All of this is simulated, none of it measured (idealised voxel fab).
Documented hereafter: the process module known as voxel self aligned contacts.
For reference, the cross-section in this document is cut, with width 200 nm and square cells of 5 nm.
Heads up, the way a cross-section reads in here is a grid of square cells, handed over as bands from the top down, with every band being one or more rows of cells.
Quick guide to a band line: top height, bottom height (nm) up front; then every material left to right with its width in nm. Only one material and it's marked "full width"? Then it fills the band edge to edge. And "air" just means empty space.
Zero point of the height axis is 0; under it, received wafer = one material. Lowest band: continues down indefinitely, "0 -> down".
Read "30 to 40" as a graded width: first number on top, second number at the bottom, same change between each pair of neighbouring rows.
Reading "nothing different" for a step: not a cell of the cross-section changed in it.
"Encapsulated voids" means: voids of 8 cells or more that are shut off from the top with no open way through. Written width x height at distance, distance from the left edge, in nm.
Step line, after settings: the simulator's comment on this step.
The "overlay nm" setting may appear on a step's line; for a step that uses a mask, it gives how far to the right of its planned position the mask lay, and a negative value indicates the left.
## Process steps (planned)
1) RECEIVE | material Si
2) OXIDIZE | depth nm 5
3) DIRECTIONAL_DEP | material polySi | thk nm 30
4) DIRECTIONAL_DEP | material SiN | thk nm 15
5) MASKED_ETCH | tone cover | mask id GATE | width nm 35 | pitch nm 60 | etch materials SiN | depth nm 15 | overlay nm 0
6) MASKED_ETCH | tone cover | mask id GATE | width nm 35 | pitch nm 60 | etch materials polySi | depth nm 30 | overlay nm 0
7) CONFORMAL_DEP | material SiN | thk nm 5
8) DIRECTIONAL_ETCH | etch materials SiN | depth nm 5
9) FILL_DEP | material SiO2 | thk nm 20
10) CMP | height nm 55
11) MASKED_ETCH | tone open | mask id CONTACT | width nm 35 | pitch nm 60 | etch materials SiO2 | depth nm 60 | overlay nm 0
12) CONFORMAL_DEP | material TiN | thk nm 5
13) FILL_DEP | material W | thk nm 10
14) CMP | height nm 55
15) CONFORMAL_DEP | material SiN | thk nm 5
## first wafer, as planned
## Cross-section of the wafer at receipt, which is the condition after step 1
    0 -> down: Si full width
    Encapsulated voids: none
## Cross-section: wafer state after step 2
    0 -> -5: SiO2 full width
    Beneath the level -5, the cross-section is identical to its previous state.
## Cross-section: wafer state after step 3
    30 -> 0: polySi full width
    Beneath the level 0, the cross-section is identical to its previous state.
## Cross-section: wafer state after step 4
    45 -> 30: SiN full width
    Beneath the level 30, the cross-section is identical to its previous state.
## Cross-section: wafer state after step 5
    45 -> 30: air=20 | SiN=35 | air=25 | SiN=35 | air=25 | SiN=35 | air=25
    Beneath the level 30, the cross-section is identical to its previous state.
## Cross-section: wafer state after step 6
    45 -> 30: air=20 | SiN=35 | air=25 | SiN=35 | air=25 | SiN=35 | air=25
    30 -> 0: air=20 | polySi=35 | air=25 | polySi=35 | air=25 | polySi=35 | air=25
    Beneath the level 0, the cross-section is identical to its previous state.
## Cross-section: wafer state after step 7
    50 -> 30: air=15 | SiN=45 | air=15 | SiN=45 | air=15 | SiN=45 | air=20
    30 -> 5: air=15 | SiN=5 | polySi=35 | SiN=5 | air=15 | SiN=5 | polySi=35 | SiN=5 | air=15 | SiN=5 | polySi=35 | SiN=5 | air=20
    5 -> 0: SiN=20 | polySi=35 | SiN=25 | polySi=35 | SiN=25 | polySi=35 | SiN=25
    Beneath the level 0, the cross-section is identical to its previous state.
## Cross-section: wafer state after step 8
    45 -> 30: air=15 | SiN=45 | air=15 | SiN=45 | air=15 | SiN=45 | air=20
    30 -> 0: air=15 | SiN=5 | polySi=35 | SiN=5 | air=15 | SiN=5 | polySi=35 | SiN=5 | air=15 | SiN=5 | polySi=35 | SiN=5 | air=20
    Beneath the level 0, the cross-section is identical to its previous state.
## Cross-section: wafer state after step 9
    65 -> 45: SiO2 full width
    45 -> 30: SiO2=15 | SiN=45 | SiO2=15 | SiN=45 | SiO2=15 | SiN=45 | SiO2=20
    30 -> 0: SiO2=15 | SiN=5 | polySi=35 | SiN=5 | SiO2=15 | SiN=5 | polySi=35 | SiN=5 | SiO2=15 | SiN=5 | polySi=35 | SiN=5 | SiO2=20
    Beneath the level 0, the cross-section is identical to its previous state.
## Cross-section: wafer state after step 10
    55 -> 45: SiO2 full width
    Beneath the level 45, the cross-section is identical to its previous state.
## Cross-section: wafer state after step 11
    55 -> 45: SiO2=50 | air=35 | SiO2=25 | air=35 | SiO2=55
    45 -> 30: SiO2=15 | SiN=45 | air=15 | SiN=45 | air=15 | SiN=45 | SiO2=20
    30 -> 0: SiO2=15 | SiN=5 | polySi=35 | SiN=5 | air=15 | SiN=5 | polySi=35 | SiN=5 | air=15 | SiN=5 | polySi=35 | SiN=5 | SiO2=20
    0 -> -5: SiO2=60 | air=15 | SiO2=45 | air=15 | SiO2=65
    Beneath the level -5, the cross-section is identical to its previous state.
## Cross-section: wafer state after step 12
    60 -> 55: TiN=55 | air=25 | TiN=35 | air=25 | TiN=60
    55 -> 45: SiO2=50 | TiN=5 to 15 | air=25 to 5 | TiN=5 to 15 | SiO2=25 | TiN=5 to 15 | air=25 to 5 | TiN=5 to 15 | SiO2=55
    45 -> 30: SiO2=15 | SiN=45 | TiN=5 | air=5 | TiN=5 | SiN=45 | TiN=5 | air=5 | TiN=5 | SiN=45 | SiO2=20
    30 -> 0: SiO2=15 | SiN=5 | polySi=35 | SiN=5 | TiN=5 | air=5 | TiN=5 | SiN=5 | polySi=35 | SiN=5 | TiN=5 | air=5 | TiN=5 | SiN=5 | polySi=35 | SiN=5 | SiO2=20
    0 -> -5: SiO2=60 | TiN=15 | SiO2=45 | TiN=15 | SiO2=65
    Beneath the level -5, the cross-section is identical to its previous state.
## Cross-section: wafer state after step 13
    70 -> 60: W full width
    60 -> 55: TiN=55 | W=25 | TiN=35 | W=25 | TiN=60
    55 -> 45: SiO2=50 | TiN=5 to 15 | W=25 to 5 | TiN=5 to 15 | SiO2=25 | TiN=5 to 15 | W=25 to 5 | TiN=5 to 15 | SiO2=55
    45 -> 30: SiO2=15 | SiN=45 | TiN=5 | W=5 | TiN=5 | SiN=45 | TiN=5 | W=5 | TiN=5 | SiN=45 | SiO2=20
    30 -> 0: SiO2=15 | SiN=5 | polySi=35 | SiN=5 | TiN=5 | W=5 | TiN=5 | SiN=5 | polySi=35 | SiN=5 | TiN=5 | W=5 | TiN=5 | SiN=5 | polySi=35 | SiN=5 | SiO2=20
    Beneath the level 0, the cross-section is identical to its previous state.
## Cross-section: wafer state after step 14
    55 -> 45: SiO2=50 | TiN=5 to 15 | W=25 to 5 | TiN=5 to 15 | SiO2=25 | TiN=5 to 15 | W=25 to 5 | TiN=5 to 15 | SiO2=55
    Beneath the level 45, the cross-section is identical to its previous state.
## Cross-section: wafer state after step 15
    60 -> 55: SiN full width
    Beneath the level 55, the cross-section is identical to its previous state.
## The second wafer was prepared from the same starting point and under the same plan as the first; its processing contained one mistake, and it remains indistinguishable from the first wafer up to and including step 4
## Second wafer cross-section, taken as of the time the plan sets for step 5 to be done
    45 -> 40: air=20 | SiN=35 | air=25 | SiN=35 | air=25 | SiN=35 | air=25
    Beneath the level 40, the cross-section is identical to its previous state.
Second wafer cross-section, taken as of the time the plan sets for step 6 to be done: nothing different
## Second wafer cross-section, taken as of the time the plan sets for step 7 to be done
    50 -> 45: air=15 | SiN=45 | air=15 | SiN=45 | air=15 | SiN=45 | air=20
    45 -> 30: SiN full width
    Beneath the level 30, the cross-section is identical to its previous state.
## Second wafer cross-section, taken as of the time the plan sets for step 8 to be done
    45 -> 40: air=15 | SiN=45 | air=15 | SiN=45 | air=15 | SiN=45 | air=20
    Beneath the level 40, the cross-section is identical to its previous state.
## Second wafer cross-section, taken as of the time the plan sets for step 9 to be done
    65 -> 45: SiO2 full width
    45 -> 40: SiO2=15 | SiN=45 | SiO2=15 | SiN=45 | SiO2=15 | SiN=45 | SiO2=20
    Beneath the level 40, the cross-section is identical to its previous state.
## Second wafer cross-section, taken as of the time the plan sets for step 10 to be done
    55 -> 45: SiO2 full width
    Beneath the level 45, the cross-section is identical to its previous state.
## Second wafer cross-section, taken as of the time the plan sets for step 11 to be done
    55 -> 45: SiO2=50 | air=35 | SiO2=25 | air=35 | SiO2=55
    45 -> 40: SiO2=15 | SiN=45 | air=15 | SiN=45 | air=15 | SiN=45 | SiO2=20
    Beneath the level 40, the cross-section is identical to its previous state.
## Second wafer cross-section, taken as of the time the plan sets for step 12 to be done
    60 -> 55: TiN=55 | air=25 | TiN=35 | air=25 | TiN=60
    55 -> 45: SiO2=50 | TiN=5 to 15 | air=25 to 5 | TiN=5 to 15 | SiO2=25 | TiN=5 to 15 | air=25 to 5 | TiN=5 to 15 | SiO2=55
    45 -> 40: SiO2=15 | SiN=45 | TiN=15 | SiN=45 | TiN=15 | SiN=45 | SiO2=20
    Beneath the level 40, the cross-section is identical to its previous state.
## Second wafer cross-section, taken as of the time the plan sets for step 13 to be done
    70 -> 60: W full width
    60 -> 55: TiN=55 | W=25 | TiN=35 | W=25 | TiN=60
    55 -> 45: SiO2=50 | TiN=5 to 15 | W=25 to 5 | TiN=5 to 15 | SiO2=25 | TiN=5 to 15 | W=25 to 5 | TiN=5 to 15 | SiO2=55
    Beneath the level 45, the cross-section is identical to its previous state.
## Second wafer cross-section, taken as of the time the plan sets for step 14 to be done
    55 -> 45: SiO2=50 | TiN=5 to 15 | W=25 to 5 | TiN=5 to 15 | SiO2=25 | TiN=5 to 15 | W=25 to 5 | TiN=5 to 15 | SiO2=55
    Beneath the level 45, the cross-section is identical to its previous state.
## Second wafer cross-section, taken as of the time the plan sets for step 15 to be done
    60 -> 55: SiN full width
    Beneath the level 55, the cross-section is identical to its previous state.
Where did the run depart from the plan? step 5 ran differently from the plan; actual operation with settings: MASKED_ETCH | tone cover | mask id GATE | width nm 35 | pitch nm 60 | etch materials SiN | depth nm 5 | overlay nm 0
Upon completion, the second wafer contains, in terms of cells, a greater or smaller amount of certain materials than the first wafer: 10 fewer of SiN, 50 fewer of SiO2, 36 fewer of TiN, 18 fewer of W, 114 more of polySi
